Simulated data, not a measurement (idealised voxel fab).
Documented hereafter: the process module known as voxel gate over fins.
The width of the displayed cross-section, cut, is 280 nm; its cells are square, with a size of 5 nm.
Cross-section spec: square-cell grid; bands listed top down; each band is one or more rows.
Band: top and bottom heights (nm) first, top before bottom; then materials from left to right, widths in nm. "all across" marks a sole material filling the band edge to edge. "empty" denotes empty space.
Heights are measured from 0, the level below which the as-received wafer is all one material; the lowest band has no bottom and continues downward, written as in "z 0 and below".
So if you see something like "30->40" for the width, read it as the top row of the band sitting at the first number and the bottom row at the second, with every row in between moving by the same amount as the last.
Basically "no alteration" means that step didn't change any cell in the cross-section.
The list in "Catalogued sealed voids" covers empty spaces of 8 cells or more that cannot reach the top through any open way, and it gives each as width x height at distance; the distance is from the left edge, and width, height and distance are in nm.
Past the settings on a step's line: simulator remark, on that step.
The setting "overlay nm" may be written on the line of a step. When the step uses a mask, the value reports how far to the right of the planned place the mask lay, and a negative value reports that it lay to the left.
Each of the pairs that make up the rest of this document says: here is the cross-section before one process step, here is the cross-section after it, drawn only down to the lowest band that changed, and here, under the pair, is the step lying between them with its settings. Different pairs may come from different runs of this module on the same starting wafer, so a pair continues from the pair above it only where its entry headed "Geometry before processing" says so.

Geometry before processing
    z 0 and below = Si all across
    Catalogued sealed voids: none

Step Result
    z 10 to 0 = SiN all across
    Below 0, no change.
    Catalogued sealed voids: none
It is this step that lies between the two cross-sections above: op CONFORMAL_DEP | material SiN | thk nm 10

Geometry before processing: taken from the pair above, after panel.

Step Result
    z 25 to 10 = aC all across
    Below 10, no change.
    Catalogued sealed voids: none
It is this step that lies between the two cross-sections above: op DIRECTIONAL_DEP | material aC | thk nm 15

Geometry before processing: taken from the pair above, after panel.

Step Result
    z 55 to 25 = empty (55) | resist (15) | empty (35) | resist (15) | empty (35) | resist (15) | empty (35) | resist (15) | empty (60)
    Below 25, no change.
    Catalogued sealed voids: none
It is this step that lies between the two cross-sections above: op PATTERN | tone cover | mask id FINS | material resist | width nm 15 | pitch nm 50 | thk nm 30 | overlay nm 0

Geometry before processing: taken from the pair above, after panel.

Step Result
    z 40 to 25 = empty (55) | resist (15) | empty (35) | resist (15) | empty (35) | resist (15) | empty (35) | resist (15) | empty (60)
    z 25 to 10 = empty (55) | aC (15) | empty (35) | aC (15) | empty (35) | aC (15) | empty (35) | aC (15) | empty (60)
    Below 10, no change.
    Catalogued sealed voids: none
It is this step that lies between the two cross-sections above: op DIRECTIONAL_ETCH | etch materials aC | depth nm 15

Geometry before processing: taken from the pair above, after panel.

Step Result
    z 25 to 10 = empty (55) | aC (15) | empty (35) | aC (15) | empty (35) | aC (15) | empty (35) | aC (15) | empty (60)
    Below 10, no change.
    Catalogued sealed voids: none
It is this step that lies between the two cross-sections above: op STRIP | etch materials resist

Geometry before processing: taken from the pair above, after panel.

Step Result
    z 25 to 10 = empty (55) | aC (15) | empty (35) | aC (15) | empty (35) | aC (15) | empty (35) | aC (15) | empty (60)
    z 10 to 0 = empty (55) | SiN (15) | empty (35) | SiN (15) | empty (35) | SiN (15) | empty (35) | SiN (15) | empty (60)
    Below 0, no change.
    Catalogued sealed voids: none
It is this step that lies between the two cross-sections above: op DIRECTIONAL_ETCH | etch materials SiN | depth nm 10

Geometry before processing: taken from the pair above, after panel.

Step Result
    z 25 to 10 = empty (55) | aC (15) | empty (35) | aC (15) | empty (35) | aC (15) | empty (35) | aC (15) | empty (60)
    z 10 to 0 = empty (55) | SiN (15) | empty (35) | SiN (15) | empty (35) | SiN (15) | empty (35) | SiN (15) | empty (60)
    z 0 to -30 = empty (55) | Si (15) | empty (35) | Si (15) | empty (35) | Si (15) | empty (35) | Si (15) | empty (60)
    Below -30, no change.
    Catalogued sealed voids: none
It is this step that lies between the two cross-sections above: op DIRECTIONAL_ETCH | etch materials Si | depth nm 30

Geometry before processing: taken from the pair above, after panel.

Step Result
    z 10 to 0 = empty (55) | SiN (15) | empty (35) | SiN (15) | empty (35) | SiN (15) | empty (35) | SiN (15) | empty (60)
    Below 0, no change.
    Catalogued sealed voids: none
It is this step that lies between the two cross-sections above: op STRIP | etch materials aC

Geometry before processing: taken from the pair above, after panel.

Step Result
    z 10 to 0 = empty (55) | SiN (15) | empty (35) | SiN (15) | empty (35) | SiN (15) | empty (35) | SiN (15) | empty (60)
    z 0 to -30 = empty (55) | SiO2 (5) | Si (5) | SiO2 (5) | empty (35) | SiO2 (5) | Si (5) | SiO2 (5) | empty (35) | SiO2 (5) | Si (5) | SiO2 (5) | empty (35) | SiO2 (5) | Si (5) | SiO2 (5) | empty (60)
    z -30 to -35 = SiO2 (60) | Si (5) | SiO2 (45) | Si (5) | SiO2 (45) | Si (5) | SiO2 (45) | Si (5) | SiO2 (65)
    Below -35, no change.
    Catalogued sealed voids: none
It is this step that lies between the two cross-sections above: op OXIDIZE | depth nm 5

Geometry before processing: taken from the pair above, after panel.

Step Result
    z 25 to 10 = SiO2 all across
    z 10 to 0 = SiO2 (55) | SiN (15) | SiO2 (35) | SiN (15) | SiO2 (35) | SiN (15) | SiO2 (35) | SiN (15) | SiO2 (60)
    z 0 to -35 = SiO2 (60) | Si (5) | SiO2 (45) | Si (5) | SiO2 (45) | Si (5) | SiO2 (45) | Si (5) | SiO2 (65)
    Below -35, no change.
    Catalogued sealed voids: none
It is this step that lies between the two cross-sections above: op FILL_DEP | material SiO2 | thk nm 15

Geometry before processing: taken from the pair above, after panel.

Step Result
    z 10 to 0 = SiO2 (55) | SiN (15) | SiO2 (35) | SiN (15) | SiO2 (35) | SiN (15) | SiO2 (35) | SiN (15) | SiO2 (60)
    Below 0, no change.
    Catalogued sealed voids: none
It is this step that lies between the two cross-sections above: op CMP | height nm 10

Geometry before processing: taken from the pair above, after panel.

Step Result
    z 10 to 0 = SiO2 (55) | SiN (15) | SiO2 (10) | empty (15) | SiO2 (10) | SiN (15) | SiO2 (35) | SiN (15) | SiO2 (35) | SiN (15) | SiO2 (60)
    z 0 to -25 = SiO2 (60) | Si (5) | SiO2 (15) | empty (15) | SiO2 (15) | Si (5) | SiO2 (45) | Si (5) | SiO2 (45) | Si (5) | SiO2 (65)
    Below -25, no change.
    Catalogued sealed voids: none
It is this step that lies between the two cross-sections above: op MASKED_ETCH | tone open | mask id RAIL | width nm 15 | etch materials SiO2 | depth nm 35 | overlay nm 0

Geometry before processing: taken from the pair above, after panel.

Step Result
    z 15 to 10 = TiN (85) | empty (5) | TiN (190)
    z 10 to 0 = SiO2 (55) | SiN (15) | SiO2 (10) | TiN (5) | empty (5) | TiN (5) | SiO2 (10) | SiN (15) | SiO2 (35) | SiN (15) | SiO2 (35) | SiN (15) | SiO2 (60)
    z 0 to -20 = SiO2 (60) | Si (5) | SiO2 (15) | TiN (5) | empty (5) | TiN (5) | SiO2 (15) | Si (5) | SiO2 (45) | Si (5) | SiO2 (45) | Si (5) | SiO2 (65)
    z -20 to -25 = SiO2 (60) | Si (5) | SiO2 (15) | TiN (15) | SiO2 (15) | Si (5) | SiO2 (45) | Si (5) | SiO2 (45) | Si (5) | SiO2 (65)
    Below -25, no change.
    Catalogued sealed voids: none
It is this step that lies between the two cross-sections above: op CONFORMAL_DEP | material TiN | thk nm 5

Geometry before processing: taken from the pair above, after panel.

Step Result
    z 20 to 15 = W all across
    z 15 to 10 = TiN (85) | W (5) | TiN (190)
    z 10 to 0 = SiO2 (55) | SiN (15) | SiO2 (10) | TiN (5) | W (5) | TiN (5) | SiO2 (10) | SiN (15) | SiO2 (35) | SiN (15) | SiO2 (35) | SiN (15) | SiO2 (60)
    z 0 to -20 = SiO2 (60) | Si (5) | SiO2 (15) | TiN (5) | W (5) | TiN (5) | SiO2 (15) | Si (5) | SiO2 (45) | Si (5) | SiO2 (45) | Si (5) | SiO2 (65)
    Below -20, no change.
    Catalogued sealed voids: none
It is this step that lies between the two cross-sections above: op FILL_DEP | material W | thk nm 5

Geometry before processing: taken from the pair above, after panel.

Step Result
    z 10 to 0 = SiO2 (55) | SiN (15) | SiO2 (10) | TiN (5) | W (5) | TiN (5) | SiO2 (10) | SiN (15) | SiO2 (35) | SiN (15) | SiO2 (35) | SiN (15) | SiO2 (60)
    Below 0, no change.
    Catalogued sealed voids: none
It is this step that lies between the two cross-sections above: op CMP | height nm 10

Geometry before processing: taken from the pair above, after panel.

Step Result
    z 10 to 0 = SiO2 (55) | SiN (15) | SiO2 (10) | empty (15) | SiO2 (10) | SiN (15) | SiO2 (35) | SiN (15) | SiO2 (35) | SiN (15) | SiO2 (60)
    z 0 to -15 = SiO2 (60) | Si (5) | SiO2 (15) | empty (15) | SiO2 (15) | Si (5) | SiO2 (45) | Si (5) | SiO2 (45) | Si (5) | SiO2 (65)
    Below -15, no change.
    Catalogued sealed voids: none
It is this step that lies between the two cross-sections above: op SELECTIVE_ETCH | etch materials W Ru TiN | depth nm 25

Geometry before processing: taken from the pair above, after panel.

Step Result
    z 15 to 10 = SiO2 all across
    z 10 to 0 = SiO2 (55) | SiN (15) | SiO2 (35) | SiN (15) | SiO2 (35) | SiN (15) | SiO2 (35) | SiN (15) | SiO2 (60)
    z 0 to -15 = SiO2 (60) | Si (5) | SiO2 (45) | Si (5) | SiO2 (45) | Si (5) | SiO2 (45) | Si (5) | SiO2 (65)
    Below -15, no change.
    Catalogued sealed voids: none
It is this step that lies between the two cross-sections above: op FILL_DEP | material SiO2 | thk nm 5

Geometry before processing: taken from the pair above, after panel.

Step Result
    z 10 to 0 = SiO2 (55) | SiN (15) | SiO2 (35) | SiN (15) | SiO2 (35) | SiN (15) | SiO2 (35) | SiN (15) | SiO2 (60)
    Below 0, no change.
    Catalogued sealed voids: none
It is this step that lies between the two cross-sections above: op CMP | height nm 10

Geometry before processing: taken from the pair above, after panel.

Step Result
    z 10 to 0 = empty (55) | SiN (15) | empty (35) | SiN (15) | empty (35) | SiN (15) | empty (35) | SiN (15) | empty (60)
    z 0 to -10 = empty (60) | Si (5) | empty (45) | Si (5) | empty (45) | Si (5) | empty (45) | Si (5) | empty (65)
    Below -10, no change.
    Catalogued sealed voids: none
It is this step that lies between the two cross-sections above: op SELECTIVE_ETCH | etch materials SiO2 | depth nm 20

Geometry before processing: taken from the pair above, after panel.

Step Result
    z 0 to -10 = empty (60) | Si (5) | empty (45) | Si (5) | empty (45) | Si (5) | empty (45) | Si (5) | empty (65)
    Below -10, no change.
    Catalogued sealed voids: none
It is this step that lies between the two cross-sections above: op STRIP | etch materials SiN

Geometry before processing: taken from the pair above, after panel.

Step Result
    z 5 to 0 = empty (55) | HfO2 (15) | empty (35) | HfO2 (15) | empty (35) | HfO2 (15) | empty (35) | HfO2 (15) | empty (60)
    z 0 to -5 = empty (55) | HfO2 (5) | Si (5) | HfO2 (5) | empty (35) | HfO2 (5) | Si (5) | HfO2 (5) | empty (35) | HfO2 (5) | Si (5) | HfO2 (5) | empty (35) | HfO2 (5) | Si (5) | HfO2 (5) | empty (60)
    z -5 to -10 = HfO2 (60) | Si (5) | HfO2 (45) | Si (5) | HfO2 (45) | Si (5) | HfO2 (45) | Si (5) | HfO2 (65)
    Below -10, no change.
    Catalogued sealed voids: none
It is this step that lies between the two cross-sections above: op CONFORMAL_DEP | material HfO2 | thk nm 5

Geometry before processing: taken from the pair above, after panel.

Step Result
    z 10 to 5 = empty (50) | TiN (25) | empty (25) | TiN (25) | empty (25) | TiN (25) | empty (25) | TiN (25) | empty (55)
    z 5 to 0 = empty (50) | TiN (5) | HfO2 (15) | TiN (5) | empty (25) | TiN (5) | HfO2 (15) | TiN (5) | empty (25) | TiN (5) | HfO2 (15) | TiN (5) | empty (25) | TiN (5) | HfO2 (15) | TiN (5) | empty (55)
    z 0 to -5 = TiN (55) | HfO2 (5) | Si (5) | HfO2 (5) | TiN (35) | HfO2 (5) | Si (5) | HfO2 (5) | TiN (35) | HfO2 (5) | Si (5) | HfO2 (5) | TiN (35) | HfO2 (5) | Si (5) | HfO2 (5) | TiN (60)
    Below -5, no change.
    Catalogued sealed voids: none
It is this step that lies between the two cross-sections above: op CONFORMAL_DEP | material TiN | thk nm 5

Geometry before processing: taken from the pair above, after panel.

Step Result
    z 25 to 10 = W all across
    z 10 to 5 = W (50) | TiN (25) | W (25) | TiN (25) | W (25) | TiN (25) | W (25) | TiN (25) | W (55)
    z 5 to 0 = W (50) | TiN (5) | HfO2 (15) | TiN (5) | W (25) | TiN (5) | HfO2 (15) | TiN (5) | W (25) | TiN (5) | HfO2 (15) | TiN (5) | W (25) | TiN (5) | HfO2 (15) | TiN (5) | W (55)
    Below 0, no change.
    Catalogued sealed voids: none
It is this step that lies between the two cross-sections above: op FILL_DEP | material W | thk nm 15

Geometry before processing: taken from the pair above, after panel.

Step Result
    z 20 to 10 = W all across
    Below 10, no change.
    Catalogued sealed voids: none
It is this step that lies between the two cross-sections above: op CMP | height nm 20

Geometry before processing: taken from the pair above, after panel.

Step Result
    z 25 to 20 = SiN all across
    Below 20, no change.
    Catalogued sealed voids: none
It is this step that lies between the two cross-sections above: op CONFORMAL_DEP | material SiN | thk nm 5

Geometry before processing
    z 0 to -10 = empty (60) | Si (5) | empty (45) | Si (5) | empty (45) | Si (5) | empty (45) | Si (5) | empty (65)
    z -10 to -15 = SiO2 (60) | Si (5) | SiO2 (45) | Si (5) | SiO2 (45) | Si (5) | SiO2 (45) | Si (5) | SiO2 (65)
    z -15 to -20 = SiO2 (60) | Si (5) | SiO2 (15) | TiN (5) | W (5) | TiN (5) | SiO2 (15) | Si (5) | SiO2 (45) | Si (5) | SiO2 (45) | Si (5) | SiO2 (65)
    z -20 to -25 = SiO2 (60) | Si (5) | SiO2 (15) | TiN (15) | SiO2 (15) | Si (5) | SiO2 (45) | Si (5) | SiO2 (45) | Si (5) | SiO2 (65)
    z -25 to -35 = SiO2 (60) | Si (5) | SiO2 (45) | Si (5) | SiO2 (45) | Si (5) | SiO2 (45) | Si (5) | SiO2 (65)
    z -35 and below = Si all across
    Catalogued sealed voids: none

Step Result
    z 5 to 0 = empty (55) | TiN (15) | empty (35) | TiN (15) | empty (35) | TiN (15) | empty (35) | TiN (15) | empty (60)
    z 0 to -5 = empty (55) | TiN (5) | Si (5) | TiN (5) | empty (35) | TiN (5) | Si (5) | TiN (5) | empty (35) | TiN (5) | Si (5) | TiN (5) | empty (35) | TiN (5) | Si (5) | TiN (5) | empty (60)
    z -5 to -10 = TiN (60) | Si (5) | TiN (45) | Si (5) | TiN (45) | Si (5) | TiN (45) | Si (5) | TiN (65)
    Below -10, no change.
    Catalogued sealed voids: none
It is this step that lies between the two cross-sections above: op CONFORMAL_DEP | material TiN | thk nm 5

Geometry before processing: taken from the pair above, after panel.

Step Result
    z 20 to 5 = W all across
    z 5 to 0 = W (55) | TiN (15) | W (35) | TiN (15) | W (35) | TiN (15) | W (35) | TiN (15) | W (60)
    z 0 to -5 = W (55) | TiN (5) | Si (5) | TiN (5) | W (35) | TiN (5) | Si (5) | TiN (5) | W (35) | TiN (5) | Si (5) | TiN (5) | W (35) | TiN (5) | Si (5) | TiN (5) | W (60)
    Below -5, no change.
    Catalogued sealed voids: none
It is this step that lies between the two cross-sections above: op FILL_DEP | material W | thk nm 15

Geometry before processing: taken from the pair above, after panel.

Step Result
    z 25 to 20 = SiN all across
    Below 20, no change.
    Catalogued sealed voids: none
It is this step that lies between the two cross-sections above: op CONFORMAL_DEP | material SiN | thk nm 5

Geometry before processing
    z 10 to 0 = empty (55) | SiN (15) | empty (35) | SiN (15) | empty (35) | SiN (15) | empty (35) | SiN (15) | empty (60)
    z 0 to -10 = empty (60) | Si (5) | empty (45) | Si (5) | empty (45) | Si (5) | empty (45) | Si (5) | empty (65)
    z -10 to -15 = SiO2 (60) | Si (5) | SiO2 (45) | Si (5) | SiO2 (45) | Si (5) | SiO2 (45) | Si (5) | SiO2 (65)
    z -15 to -20 = SiO2 (60) | Si (5) | SiO2 (15) | TiN (5) | W (5) | TiN (5) | SiO2 (15) | Si (5) | SiO2 (45) | Si (5) | SiO2 (45) | Si (5) | SiO2 (65)
    z -20 to -25 = SiO2 (60) | Si (5) | SiO2 (15) | TiN (15) | SiO2 (15) | Si (5) | SiO2 (45) | Si (5) | SiO2 (45) | Si (5) | SiO2 (65)
    z -25 to -35 = SiO2 (60) | Si (5) | SiO2 (45) | Si (5) | SiO2 (45) | Si (5) | SiO2 (45) | Si (5) | SiO2 (65)
    z -35 and below = Si all across
    Catalogued sealed voids: none

Step Result
    z 10 to 0 = empty (55) | SiN (15) | empty (35) | SiN (15) | empty (35) | SiN (15) | empty (35) | SiN (15) | empty (60)
    z 0 to -15 = empty (60) | Si (5) | empty (45) | Si (5) | empty (45) | Si (5) | empty (45) | Si (5) | empty (65)
    z -15 to -20 = empty (60) | Si (5) | empty (15) | TiN (5) | W (5) | TiN (5) | empty (15) | Si (5) | empty (45) | Si (5) | empty (45) | Si (5) | empty (65)
    z -20 to -25 = empty (60) | Si (5) | empty (15) | TiN (15) | empty (15) | Si (5) | empty (45) | Si (5) | empty (45) | Si (5) | empty (65)
    z -25 to -30 = empty (60) | Si (5) | empty (20) | SiO2 (5) | empty (20) | Si (5) | empty (45) | Si (5) | empty (45) | Si (5) | empty (65)
    Below -30, no change.
    Catalogued sealed voids: none
It is this step that lies between the two cross-sections above: op SELECTIVE_ETCH | etch materials SiO2 | depth nm 20

Geometry before processing: taken from the pair above, after panel.

Step Result
    z 0 to -15 = empty (60) | Si (5) | empty (45) | Si (5) | empty (45) | Si (5) | empty (45) | Si (5) | empty (65)
    Below -15, no change.
    Catalogued sealed voids: none
It is this step that lies between the two cross-sections above: op STRIP | etch materials SiN

Geometry before processing: taken from the pair above, after panel.

Step Result
    z 5 to 0 = empty (55) | HfO2 (15) | empty (35) | HfO2 (15) | empty (35) | HfO2 (15) | empty (35) | HfO2 (15) | empty (60)
    z 0 to -10 = empty (55) | HfO2 (5) | Si (5) | HfO2 (5) | empty (35) | HfO2 (5) | Si (5) | HfO2 (5) | empty (35) | HfO2 (5) | Si (5) | HfO2 (5) | empty (35) | HfO2 (5) | Si (5) | HfO2 (5) | empty (60)
    z -10 to -15 = empty (55) | HfO2 (5) | Si (5) | HfO2 (5) | empty (5) | HfO2 (25) | empty (5) | HfO2 (5) | Si (5) | HfO2 (5) | empty (35) | HfO2 (5) | Si (5) | HfO2 (5) | empty (35) | HfO2 (5) | Si (5) | HfO2 (5) | empty (60)
    z -15 to -20 = empty (55) | HfO2 (5) | Si (5) | HfO2 (5) | empty (5) | HfO2 (5) | TiN (5) | W (5) | TiN (5) | HfO2 (5) | empty (5) | HfO2 (5) | Si (5) | HfO2 (5) | empty (35) | HfO2 (5) | Si (5) | HfO2 (5) | empty (35) | HfO2 (5) | Si (5) | HfO2 (5) | empty (60)
    z -20 to -25 = empty (55) | HfO2 (5) | Si (5) | HfO2 (5) | empty (5) | HfO2 (5) | TiN (15) | HfO2 (5) | empty (5) | HfO2 (5) | Si (5) | HfO2 (5) | empty (35) | HfO2 (5) | Si (5) | HfO2 (5) | empty (35) | HfO2 (5) | Si (5) | HfO2 (5) | empty (60)
    z -25 to -30 = HfO2 (60) | Si (5) | HfO2 (20) | SiO2 (5) | HfO2 (20) | Si (5) | HfO2 (45) | Si (5) | HfO2 (45) | Si (5) | HfO2 (65)
    Below -30, no change.
    Catalogued sealed voids: none
It is this step that lies between the two cross-sections above: op CONFORMAL_DEP | material HfO2 | thk nm 5

Geometry before processing: taken from the pair above, after panel.

Step Result
    z 10 to 5 = empty (50) | TiN (25) | empty (25) | TiN (25) | empty (25) | TiN (25) | empty (25) | TiN (25) | empty (55)
    z 5 to 0 = empty (50) | TiN (5) | HfO2 (15) | TiN (5) | empty (25) | TiN (5) | HfO2 (15) | TiN (5) | empty (25) | TiN (5) | HfO2 (15) | TiN (5) | empty (25) | TiN (5) | HfO2 (15) | TiN (5) | empty (55)
    z 0 to -5 = empty (50) | TiN (5) | HfO2 (5) | Si (5) | HfO2 (5) | TiN (5) | empty (25) | TiN (5) | HfO2 (5) | Si (5) | HfO2 (5) | TiN (5) | empty (25) | TiN (5) | HfO2 (5) | Si (5) | HfO2 (5) | TiN (5) | empty (25) | TiN (5) | HfO2 (5) | Si (5) | HfO2 (5) | TiN (5) | empty (55)
    z -5 to -10 = empty (50) | TiN (5) | HfO2 (5) | Si (5) | HfO2 (5) | TiN (35) | HfO2 (5) | Si (5) | HfO2 (5) | TiN (5) | empty (25) | TiN (5) | HfO2 (5) | Si (5) | HfO2 (5) | TiN (5) | empty (25) | TiN (5) | HfO2 (5) | Si (5) | HfO2 (5) | TiN (5) | empty (55)
    z -10 to -15 = empty (50) | TiN (5) | HfO2 (5) | Si (5) | HfO2 (5) | TiN (5) | HfO2 (25) | TiN (5) | HfO2 (5) | Si (5) | HfO2 (5) | TiN (5) | empty (25) | TiN (5) | HfO2 (5) | Si (5) | HfO2 (5) | TiN (5) | empty (25) | TiN (5) | HfO2 (5) | Si (5) | HfO2 (5) | TiN (5) | empty (55)
    z -15 to -20 = empty (50) | TiN (5) | HfO2 (5) | Si (5) | HfO2 (5) | TiN (5) | HfO2 (5) | TiN (5) | W (5) | TiN (5) | HfO2 (5) | TiN (5) | HfO2 (5) | Si (5) | HfO2 (5) | TiN (5) | empty (25) | TiN (5) | HfO2 (5) | Si (5) | HfO2 (5) | TiN (5) | empty (25) | TiN (5) | HfO2 (5) | Si (5) | HfO2 (5) | TiN (5) | empty (55)
    z -20 to -25 = TiN (55) | HfO2 (5) | Si (5) | HfO2 (5) | TiN (5) | HfO2 (5) | TiN (15) | HfO2 (5) | TiN (5) | HfO2 (5) | Si (5) | HfO2 (5) | TiN (35) | HfO2 (5) | Si (5) | HfO2 (5) | TiN (35) | HfO2 (5) | Si (5) | HfO2 (5) | TiN (60)
    Below -25, no change.
    Catalogued sealed voids: none
It is this step that lies between the two cross-sections above: op CONFORMAL_DEP | material TiN | thk nm 5

Geometry before processing: taken from the pair above, after panel.

Step Result
    z 25 to 10 = W all across
    z 10 to 5 = W (50) | TiN (25) | W (25) | TiN (25) | W (25) | TiN (25) | W (25) | TiN (25) | W (55)
    z 5 to 0 = W (50) | TiN (5) | HfO2 (15) | TiN (5) | W (25) | TiN (5) | HfO2 (15) | TiN (5) | W (25) | TiN (5) | HfO2 (15) | TiN (5) | W (25) | TiN (5) | HfO2 (15) | TiN (5) | W (55)
    z 0 to -5 = W (50) | TiN (5) | HfO2 (5) | Si (5) | HfO2 (5) | TiN (5) | W (25) | TiN (5) | HfO2 (5) | Si (5) | HfO2 (5) | TiN (5) | W (25) | TiN (5) | HfO2 (5) | Si (5) | HfO2 (5) | TiN (5) | W (25) | TiN (5) | HfO2 (5) | Si (5) | HfO2 (5) | TiN (5) | W (55)
    z -5 to -10 = W (50) | TiN (5) | HfO2 (5) | Si (5) | HfO2 (5) | TiN (35) | HfO2 (5) | Si (5) | HfO2 (5) | TiN (5) | W (25) | TiN (5) | HfO2 (5) | Si (5) | HfO2 (5) | TiN (5) | W (25) | TiN (5) | HfO2 (5) | Si (5) | HfO2 (5) | TiN (5) | W (55)
    z -10 to -15 = W (50) | TiN (5) | HfO2 (5) | Si (5) | HfO2 (5) | TiN (5) | HfO2 (25) | TiN (5) | HfO2 (5) | Si (5) | HfO2 (5) | TiN (5) | W (25) | TiN (5) | HfO2 (5) | Si (5) | HfO2 (5) | TiN (5) | W (25) | TiN (5) | HfO2 (5) | Si (5) | HfO2 (5) | TiN (5) | W (55)
    z -15 to -20 = W (50) | TiN (5) | HfO2 (5) | Si (5) | HfO2 (5) | TiN (5) | HfO2 (5) | TiN (5) | W (5) | TiN (5) | HfO2 (5) | TiN (5) | HfO2 (5) | Si (5) | HfO2 (5) | TiN (5) | W (25) | TiN (5) | HfO2 (5) | Si (5) | HfO2 (5) | TiN (5) | W (25) | TiN (5) | HfO2 (5) | Si (5) | HfO2 (5) | TiN (5) | W (55)
    Below -20, no change.
    Catalogued sealed voids: none
It is this step that lies between the two cross-sections above: op FILL_DEP | material W | thk nm 15

Geometry before processing: taken from the pair above, after panel.

Step Result
    z 20 to 10 = W all across
    Below 10, no change.
    Catalogued sealed voids: none
It is this step that lies between the two cross-sections above: op CMP | height nm 20

Geometry before processing: taken from the pair above, after panel.

Step Result
    z 25 to 20 = SiN all across
    Below 20, no change.
    Catalogued sealed voids: none
It is this step that lies between the two cross-sections above: op CONFORMAL_DEP | material SiN | thk nm 5

Geometry before processing
    z 10 to 0 = SiO2 (55) | SiN (15) | SiO2 (35) | SiN (15) | SiO2 (35) | SiN (15) | SiO2 (35) | SiN (15) | SiO2 (60)
    z 0 to -15 = SiO2 (60) | Si (5) | SiO2 (45) | Si (5) | SiO2 (45) | Si (5) | SiO2 (45) | Si (5) | SiO2 (65)
    z -15 to -20 = SiO2 (60) | Si (5) | SiO2 (15) | TiN (5) | W (5) | TiN (5) | SiO2 (15) | Si (5) | SiO2 (45) | Si (5) | SiO2 (45) | Si (5) | SiO2 (65)
    z -20 to -25 = SiO2 (60) | Si (5) | SiO2 (15) | TiN (15) | SiO2 (15) | Si (5) | SiO2 (45) | Si (5) | SiO2 (45) | Si (5) | SiO2 (65)
    z -25 to -35 = SiO2 (60) | Si (5) | SiO2 (45) | Si (5) | SiO2 (45) | Si (5) | SiO2 (45) | Si (5) | SiO2 (65)
    z -35 and below = Si all across
    Catalogued sealed voids: none

Step Result
    z 10 to 0 = SiO2 (55) | empty (15) | SiO2 (35) | empty (15) | SiO2 (35) | empty (15) | SiO2 (35) | empty (15) | SiO2 (60)
    Below 0, no change.
    Catalogued sealed voids: none
It is this step that lies between the two cross-sections above: op STRIP | etch materials SiN

Geometry before processing: taken from the pair above, after panel.

Step Result
    z 0 to -10 = empty (60) | Si (5) | empty (45) | Si (5) | empty (45) | Si (5) | empty (45) | Si (5) | empty (65)
    z -10 to -15 = SiO2 (35) | empty (25) | Si (5) | empty (45) | Si (5) | empty (45) | Si (5) | empty (45) | Si (5) | empty (25) | SiO2 (40)
    z -15 to -20 = SiO2 (35) | empty (25) | Si (5) | empty (15) | TiN (5) | W (5) | TiN (5) | empty (15) | Si (5) | empty (45) | Si (5) | empty (45) | Si (5) | empty (25) | SiO2 (40)
    Below -20, no change.
    Catalogued sealed voids: none
It is this step that lies between the two cross-sections above: op SELECTIVE_ETCH | etch materials SiO2 | depth nm 20

Geometry before processing: taken from the pair above, after panel.

Step Result
    z 5 to 0 = empty (55) | HfO2 (15) | empty (35) | HfO2 (15) | empty (35) | HfO2 (15) | empty (35) | HfO2 (15) | empty (60)
    z 0 to -5 = empty (55) | HfO2 (5) | Si (5) | HfO2 (5) | empty (35) | HfO2 (5) | Si (5) | HfO2 (5) | empty (35) | HfO2 (5) | Si (5) | HfO2 (5) | empty (35) | HfO2 (5) | Si (5) | HfO2 (5) | empty (60)
    z -5 to -10 = HfO2 (40) | empty (15) | HfO2 (5) | Si (5) | HfO2 (5) | empty (35) | HfO2 (5) | Si (5) | HfO2 (5) | empty (35) | HfO2 (5) | Si (5) | HfO2 (5) | empty (35) | HfO2 (5) | Si (5) | HfO2 (5) | empty (15) | HfO2 (45)
    z -10 to -15 = SiO2 (35) | HfO2 (5) | empty (15) | HfO2 (5) | Si (5) | HfO2 (5) | empty (5) | HfO2 (25) | empty (5) | HfO2 (5) | Si (5) | HfO2 (5) | empty (35) | HfO2 (5) | Si (5) | HfO2 (5) | empty (35) | HfO2 (5) | Si (5) | HfO2 (5) | empty (15) | HfO2 (5) | SiO2 (40)
    z -15 to -20 = SiO2 (35) | HfO2 (25) | Si (5) | HfO2 (15) | TiN (5) | W (5) | TiN (5) | HfO2 (15) | Si (5) | HfO2 (45) | Si (5) | HfO2 (45) | Si (5) | HfO2 (25) | SiO2 (40)
    Below -20, no change.
    Catalogued sealed voids: none
It is this step that lies between the two cross-sections above: op CONFORMAL_DEP | material HfO2 | thk nm 5

Geometry before processing: taken from the pair above, after panel.

Step Result
    z 10 to 5 = empty (50) | TiN (25) | empty (25) | TiN (25) | empty (25) | TiN (25) | empty (25) | TiN (25) | empty (55)
    z 5 to 0 = empty (50) | TiN (5) | HfO2 (15) | TiN (5) | empty (25) | TiN (5) | HfO2 (15) | TiN (5) | empty (25) | TiN (5) | HfO2 (15) | TiN (5) | empty (25) | TiN (5) | HfO2 (15) | TiN (5) | empty (55)
    z 0 to -5 = TiN (45) | empty (5) | TiN (5) | HfO2 (5) | Si (5) | HfO2 (5) | TiN (5) | empty (25) | TiN (5) | HfO2 (5) | Si (5) | HfO2 (5) | TiN (5) | empty (25) | TiN (5) | HfO2 (5) | Si (5) | HfO2 (5) | TiN (5) | empty (25) | TiN (5) | HfO2 (5) | Si (5) | HfO2 (5) | TiN (5) | empty (5) | TiN (50)
    z -5 to -10 = HfO2 (40) | TiN (5) | empty (5) | TiN (5) | HfO2 (5) | Si (5) | HfO2 (5) | TiN (35) | HfO2 (5) | Si (5) | HfO2 (5) | TiN (5) | empty (25) | TiN (5) | HfO2 (5) | Si (5) | HfO2 (5) | TiN (5) | empty (25) | TiN (5) | HfO2 (5) | Si (5) | HfO2 (5) | TiN (5) | empty (5) | TiN (5) | HfO2 (45)
    z -10 to -15 = SiO2 (35) | HfO2 (5) | TiN (15) | HfO2 (5) | Si (5) | HfO2 (5) | TiN (5) | HfO2 (25) | TiN (5) | HfO2 (5) | Si (5) | HfO2 (5) | TiN (35) | HfO2 (5) | Si (5) | HfO2 (5) | TiN (35) | HfO2 (5) | Si (5) | HfO2 (5) | TiN (15) | HfO2 (5) | SiO2 (40)
    Below -15, no change.
    Catalogued sealed voids: none
It is this step that lies between the two cross-sections above: op CONFORMAL_DEP | material TiN | thk nm 5
